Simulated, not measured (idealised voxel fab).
process module | voxel self aligned vias
cross-section cut | 295 nm wide | cells 5 nm
A cross-section is a grid of square cells, given in bands from the top down. A band is one or more rows of cells.
Each band's line starts with the height of the band's top and of its bottom, in nm. Then come its materials from left to right, each with its width in nm. One material with "throughout" fills the band from edge to edge. "air" is empty space.
Height 0 is the level under which the wafer as received is all one material. The lowest band goes on downwards, as in "0 down".
A width such as "30 to 40" changes by the same amount from each row of cells to the next, from the band's top row to its bottom row.
"no change" after a step means that no cell of the cross-section changed.
closed voids: empty space of 8 cells or more with no open way to the top, each as width x height at its distance from the left edge, in nm
after a step's settings: what the simulator itself notes on the step
overlay nm, on a step with a mask: how far to the right of its planned place the mask lay; to the left if negative
plan
1 op RECEIVE | material Si
2 op CONFORMAL_DEP | material SiO2 | thk nm 10
3 op CONFORMAL_DEP | material SiCN | thk nm 5
4 op DIRECTIONAL_DEP | material SiO2 | thk nm 30
5 op MASKED_ETCH | tone open | mask id LINES | width nm 25 | pitch nm 65 | etch materials SiO2 | depth nm 30 | overlay nm 0
6 op CONFORMAL_DEP | material TiN | thk nm 5
7 op FILL_DEP | material W | thk nm 10
8 op CMP | height nm 45
9 op SELECTIVE_ETCH | etch materials W Ru TiN | depth nm 10
10 op FILL_DEP | material SiN | thk nm 5
11 op CMP | height nm 45
12 op DIRECTIONAL_DEP | material SiO2 | thk nm 15
13 op PATTERN | tone open | mask id VIAS | material resist | width nm 35 | pitch nm 130 | thk nm 15 | overlay nm 0
14 op DIRECTIONAL_ETCH | etch materials SiO2 | depth nm 15
15 op DIRECTIONAL_ETCH | etch materials SiN | depth nm 10
16 op STRIP | etch materials resist
17 op CONFORMAL_DEP | material TiN | thk nm 5
18 op FILL_DEP | material Ru | thk nm 10
19 op CMP | height nm 60
20 op CONFORMAL_DEP | material SiCN | thk nm 5
first wafer, as planned
as received, after step 1
  0 down: Si throughout
  closed voids: none
after step 2
  10 to 0: SiO2 throughout
  below 0: unchanged
after step 3
  15 to 10: SiCN throughout
  below 10: unchanged
after step 4
  45 to 15: SiO2 throughout
  below 15: unchanged
after step 5
  45 to 15: SiO2 70 | air 25 | SiO2 40 | air 25 | SiO2 40 | air 25 | SiO2 70
  below 15: unchanged
after step 6
  50 to 45: TiN 75 | air 15 | TiN 50 | air 15 | TiN 50 | air 15 | TiN 75
  45 to 20: SiO2 70 | TiN 5 | air 15 | TiN 5 | SiO2 40 | TiN 5 | air 15 | TiN 5 | SiO2 40 | TiN 5 | air 15 | TiN 5 | SiO2 70
  20 to 15: SiO2 70 | TiN 25 | SiO2 40 | TiN 25 | SiO2 40 | TiN 25 | SiO2 70
  below 15: unchanged
after step 7
  60 to 50: W throughout
  50 to 45: TiN 75 | W 15 | TiN 50 | W 15 | TiN 50 | W 15 | TiN 75
  45 to 20: SiO2 70 | TiN 5 | W 15 | TiN 5 | SiO2 40 | TiN 5 | W 15 | TiN 5 | SiO2 40 | TiN 5 | W 15 | TiN 5 | SiO2 70
  below 20: unchanged
after step 8
  45 to 20: SiO2 70 | TiN 5 | W 15 | TiN 5 | SiO2 40 | TiN 5 | W 15 | TiN 5 | SiO2 40 | TiN 5 | W 15 | TiN 5 | SiO2 70
  below 20: unchanged
after step 9
  45 to 35: SiO2 70 | air 25 | SiO2 40 | air 25 | SiO2 40 | air 25 | SiO2 70
  below 35: unchanged
after step 10
  50 to 45: SiN throughout
  45 to 35: SiO2 70 | SiN 25 | SiO2 40 | SiN 25 | SiO2 40 | SiN 25 | SiO2 70
  below 35: unchanged
after step 11
  45 to 35: SiO2 70 | SiN 25 | SiO2 40 | SiN 25 | SiO2 40 | SiN 25 | SiO2 70
  below 35: unchanged
after step 12
  60 to 45: SiO2 throughout
  below 45: unchanged
after step 13
  75 to 60: resist 65 | air 35 | resist 95 | air 35 | resist 65
  below 60: unchanged
after step 14
  75 to 60: resist 65 | air 35 | resist 95 | air 35 | resist 65
  60 to 45: SiO2 65 | air 35 | SiO2 95 | air 35 | SiO2 65
  below 45: unchanged
after step 15
  75 to 60: resist 65 | air 35 | resist 95 | air 35 | resist 65
  60 to 45: SiO2 65 | air 35 | SiO2 95 | air 35 | SiO2 65
  45 to 35: SiO2 70 | air 25 | SiO2 40 | SiN 25 | SiO2 40 | air 25 | SiO2 70
  below 35: unchanged
after step 16
  60 to 45: SiO2 65 | air 35 | SiO2 95 | air 35 | SiO2 65
  below 45: unchanged
after step 17
  65 to 60: TiN 70 | air 25 | TiN 105 | air 25 | TiN 70
  60 to 50: SiO2 65 | TiN 5 | air 25 | TiN 5 | SiO2 95 | TiN 5 | air 25 | TiN 5 | SiO2 65
  50 to 45: SiO2 65 | TiN 10 | air 15 | TiN 10 | SiO2 95 | TiN 10 | air 15 | TiN 10 | SiO2 65
  45 to 40: SiO2 70 | TiN 5 | air 15 | TiN 5 | SiO2 40 | SiN 25 | SiO2 40 | TiN 5 | air 15 | TiN 5 | SiO2 70
  40 to 35: SiO2 70 | TiN 25 | SiO2 40 | SiN 25 | SiO2 40 | TiN 25 | SiO2 70
  below 35: unchanged
after step 18
  75 to 65: Ru throughout
  65 to 60: TiN 70 | Ru 25 | TiN 105 | Ru 25 | TiN 70
  60 to 50: SiO2 65 | TiN 5 | Ru 25 | TiN 5 | SiO2 95 | TiN 5 | Ru 25 | TiN 5 | SiO2 65
  50 to 45: SiO2 65 | TiN 10 | Ru 15 | TiN 10 | SiO2 95 | TiN 10 | Ru 15 | TiN 10 | SiO2 65
  45 to 40: SiO2 70 | TiN 5 | Ru 15 | TiN 5 | SiO2 40 | SiN 25 | SiO2 40 | TiN 5 | Ru 15 | TiN 5 | SiO2 70
  below 40: unchanged
after step 19
  60 to 50: SiO2 65 | TiN 5 | Ru 25 | TiN 5 | SiO2 95 | TiN 5 | Ru 25 | TiN 5 | SiO2 65
  below 50: unchanged
after step 20
  65 to 60: SiCN throughout
  below 60: unchanged
second wafer: like start, like plan, one mistake. Through step 12 it matches the first wafer
when step 13 should have ended
  75 to 60: air 65 | resist 35 | air 95 | resist 35 | air 65
  below 60: unchanged
when step 14 should have ended
  75 to 60: air 65 | resist 35 | air 95 | resist 35 | air 65
  60 to 45: air 65 | SiO2 35 | air 95 | SiO2 35 | air 65
  below 45: unchanged
when step 15 should have ended
  75 to 60: air 65 | resist 35 | air 95 | resist 35 | air 65
  60 to 45: air 65 | SiO2 35 | air 95 | SiO2 35 | air 65
  45 to 35: SiO2 70 | SiN 25 | SiO2 40 | air 25 | SiO2 40 | SiN 25 | SiO2 70
  below 35: unchanged
when step 16 should have ended
  60 to 45: air 65 | SiO2 35 | air 95 | SiO2 35 | air 65
  below 45: unchanged
when step 17 should have ended
  65 to 60: air 60 | TiN 45 | air 85 | TiN 45 | air 60
  60 to 50: air 60 | TiN 5 | SiO2 35 | TiN 5 | air 85 | TiN 5 | SiO2 35 | TiN 5 | air 60
  50 to 45: TiN 65 | SiO2 35 | TiN 40 | air 15 | TiN 40 | SiO2 35 | TiN 65
  45 to 40: SiO2 70 | SiN 25 | SiO2 40 | TiN 5 | air 15 | TiN 5 | SiO2 40 | SiN 25 | SiO2 70
  40 to 35: SiO2 70 | SiN 25 | SiO2 40 | TiN 25 | SiO2 40 | SiN 25 | SiO2 70
  below 35: unchanged
when step 18 should have ended
  75 to 65: Ru throughout
  65 to 60: Ru 60 | TiN 45 | Ru 85 | TiN 45 | Ru 60
  60 to 50: Ru 60 | TiN 5 | SiO2 35 | TiN 5 | Ru 85 | TiN 5 | SiO2 35 | TiN 5 | Ru 60
  50 to 45: TiN 65 | SiO2 35 | TiN 40 | Ru 15 | TiN 40 | SiO2 35 | TiN 65
  45 to 40: SiO2 70 | SiN 25 | SiO2 40 | TiN 5 | Ru 15 | TiN 5 | SiO2 40 | SiN 25 | SiO2 70
  below 40: unchanged
when step 19 should have ended
  60 to 50: Ru 60 | TiN 5 | SiO2 35 | TiN 5 | Ru 85 | TiN 5 | SiO2 35 | TiN 5 | Ru 60
  below 50: unchanged
when step 20 should have ended
  65 to 60: SiCN throughout
  below 60: unchanged
what went wrong: step 13 ran as: op PATTERN | tone cover | mask id VIAS | material resist | width nm 35 | pitch nm 130 | thk nm 15 | overlay nm 0
at the end the second wafer has, in cells: 56 more of Ru | 10 more of SiN | 93 fewer of SiO2 | 27 more of TiN
